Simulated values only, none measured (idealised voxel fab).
Process module, titled voxel wiring stack
Section cut is 160 nm wide and gridded with 5 nm square cells.
Bands, listed from the top down, are how a cross-section gets written in this document; the cross-section itself is a grid of square cells, and a band is one or more rows of them. Band: top and bottom heights (nm) first, top before bottom; then materials from left to right, widths in nm. "edge to edge" marks a sole material filling the band edge to edge. "empty" denotes empty space. Note: height 0 marks the level under which the wafer is uniformly one material as received. Lowest band unbounded below, written "from 0 down". Width spec "30 to 40" -> top row of cells at first value, bottom row at second value, equal per-row change in between. A step reported as "no change occurred" is a step in which no cell of the cross-section changed. You'll see "Non-vented voids" listing empty spaces that have no way open to the top, as long as they're 8 cells or more; the notation is width x height at distance, where the distance is from the left edge, and all of it is in nm. Post-settings text on a step line: simulator's own remark regarding the step. On any step carrying a mask, the "overlay nm" setting, if present on the step's line, tells how far right of its planned place the mask lay; negative values point to the left. Reading key. Pairs: pre-step and post-step cross-section, one process step apart; post-step view only to lowest changed band. Step between + settings: beneath pair. Runs: pairs may be from different runs of this module, same starting wafer. Continuation from pair above: only where "Pre-process" entry says.
Pre-process:
* from 85 to 75  empty=15, aC=20, empty=15, aC=20, empty=15, aC=20, empty=15, aC=20, empty=20
* from 75 to 65  empty=15, lowk=20, empty=15, lowk=20, empty=15, lowk=20, empty=15, lowk=20, empty=20
* from 65 to 55  aC=15, lowk=20, aC=15, lowk=20, aC=15, lowk=20, aC=15, lowk=20, aC=20
* from 55 to 45  lowk edge to edge
* from 45 to 40  SiCN edge to edge
* from 40 to 20  SiO2=10, SiCN=5, Ru=20, SiCN=5, SiO2=5, SiCN=5, Ru=20, SiCN=5, SiO2=5, SiCN=5, Ru=20, SiCN=5, SiO2=5, SiCN=5, Ru=20, SiCN=5, SiO2=15
* from 20 to 15  SiCN=15, TiN=20, SiCN=15, TiN=20, SiCN=15, TiN=20, SiCN=15, TiN=20, SiCN=20
* from 15 to 0  SiO2 edge to edge
* from 0 down  Si edge to edge
* Non-vented voids: none
Section, Post-Step:
* from 115 to 85  resist=15, empty=15, resist=55, empty=15, resist=60
* from 85 to 75  resist=15, aC=20, resist=15, aC=20, resist=15, aC=20, resist=15, aC=20, resist=20
* from 75 to 65  resist=15, lowk=20, resist=15, lowk=20, resist=15, lowk=20, resist=15, lowk=20, resist=20
* Under the height 65 nothing was changed.
* Non-vented voids: none
Which operation links the two cross-sections above? PATTERN, tone open, mask id METAL_2_HOLES, material resist, width nm 15, pitch nm 70, thk nm 30, overlay nm 0
Pre-process: this step begins from the cross-section that the pair just above shows after its step.
Section, Post-Step:
* from 105 to 85  resist=15, empty=15, resist=55, empty=15, resist=60
* from 85 to 75  resist=15, empty=15, aC=5, resist=15, aC=20, resist=15, empty=15, aC=5, resist=15, aC=20, resist=20
* Under the height 75 nothing was changed.
* Non-vented voids: none
Which operation links the two cross-sections above? DIRECTIONAL_ETCH, etch materials aC, depth nm 10
Pre-process: this step begins from the cross-section that the pair just above shows after its step.
Section, Post-Step:
* from 85 to 75  empty=30, aC=5, empty=15, aC=20, empty=30, aC=5, empty=15, aC=20, empty=20
* from 75 to 65  empty=15, lowk=20, empty=15, lowk=20, empty=15, lowk=20, empty=15, lowk=20, empty=20
* Under the height 65 nothing was changed.
* Non-vented voids: none
Which operation links the two cross-sections above? STRIP, etch materials resist
Pre-process: this step begins from the cross-section that the pair just above shows after its step.
Section, Post-Step:
* from 85 to 75  empty=30, aC=5, empty=15, aC=20, empty=30, aC=5, empty=15, aC=20, empty=20
* from 75 to 65  empty=30, lowk=5, empty=15, lowk=20, empty=30, lowk=5, empty=15, lowk=20, empty=20
* Under the height 65 nothing was changed.
* Non-vented voids: none
Which operation links the two cross-sections above? DIRECTIONAL_ETCH, etch materials lowk, depth nm 10
Pre-process: this step begins from the cross-section that the pair just above shows after its step.
Section, Post-Step:
* from 75 to 65  empty=30, lowk=5, empty=15, lowk=20, empty=30, lowk=5, empty=15, lowk=20, empty=20
* from 65 to 55  empty=15, lowk=20, empty=15, lowk=20, empty=15, lowk=20, empty=15, lowk=20, empty=20
* Under the height 55 nothing was changed.
* Non-vented voids: none
Which operation links the two cross-sections above? STRIP, etch materials aC
Pre-process: this step begins from the cross-section that the pair just above shows after its step.
Section, Post-Step:
* from 80 to 75  empty=25, TiN=15, empty=5, TiN=30, empty=20, TiN=15, empty=5, TiN=30, empty=15
* from 75 to 65  empty=25 to 10, TiN=5 to 20, lowk=5, TiN=5, empty=5, TiN=5, lowk=20, TiN=5, empty=20 to 5, TiN=5 to 20, lowk=5, TiN=5, empty=5, TiN=5, lowk=20, TiN=5, empty=15
* from 65 to 60  empty=10, TiN=5, lowk=20, TiN=5, empty=5, TiN=5, lowk=20, TiN=5, empty=5, TiN=5, lowk=20, TiN=5, empty=5, TiN=5, lowk=20, TiN=5, empty=15
* from 60 to 55  TiN=15, lowk=20, TiN=15, lowk=20, TiN=15, lowk=20, TiN=15, lowk=20, TiN=20
* Under the height 55 nothing was changed.
* Non-vented voids: none
Which operation links the two cross-sections above? CONFORMAL_DEP, material TiN, thk nm 5
Pre-process: this step begins from the cross-section that the pair just above shows after its step.
Section, Post-Step:
* from 90 to 80  Cu edge to edge
* from 80 to 75  Cu=25, TiN=15, Cu=5, TiN=30, Cu=20, TiN=15, Cu=5, TiN=30, Cu=15
* from 75 to 65  Cu=25 to 10, TiN=5 to 20, lowk=5, TiN=5, Cu=5, TiN=5, lowk=20, TiN=5, Cu=20 to 5, TiN=5 to 20, lowk=5, TiN=5, Cu=5, TiN=5, lowk=20, TiN=5, Cu=15
* from 65 to 60  Cu=10, TiN=5, lowk=20, TiN=5, Cu=5, TiN=5, lowk=20, TiN=5, Cu=5, TiN=5, lowk=20, TiN=5, Cu=5, TiN=5, lowk=20, TiN=5, Cu=15
* Under the height 60 nothing was changed.
* Non-vented voids: none
Which operation links the two cross-sections above? FILL_DEP, material Cu, thk nm 10
Pre-process: this step begins from the cross-section that the pair just above shows after its step.
Section, Post-Step:
* from 75 to 65  Cu=25 to 10, TiN=5 to 20, lowk=5, TiN=5, Cu=5, TiN=5, lowk=20, TiN=5, Cu=20 to 5, TiN=5 to 20, lowk=5, TiN=5, Cu=5, TiN=5, lowk=20, TiN=5, Cu=15
* Under the height 65 nothing was changed.
* Non-vented voids: none
Which operation links the two cross-sections above? CMP, height nm 75
Pre-process: this step begins from the cross-section that the pair just above shows after its step.
Section, Post-Step:
* from 80 to 75  SiN edge to edge
* Under the height 75 nothing was changed.
* Non-vented voids: none
Which operation links the two cross-sections above? CONFORMAL_DEP, material SiN, thk nm 5
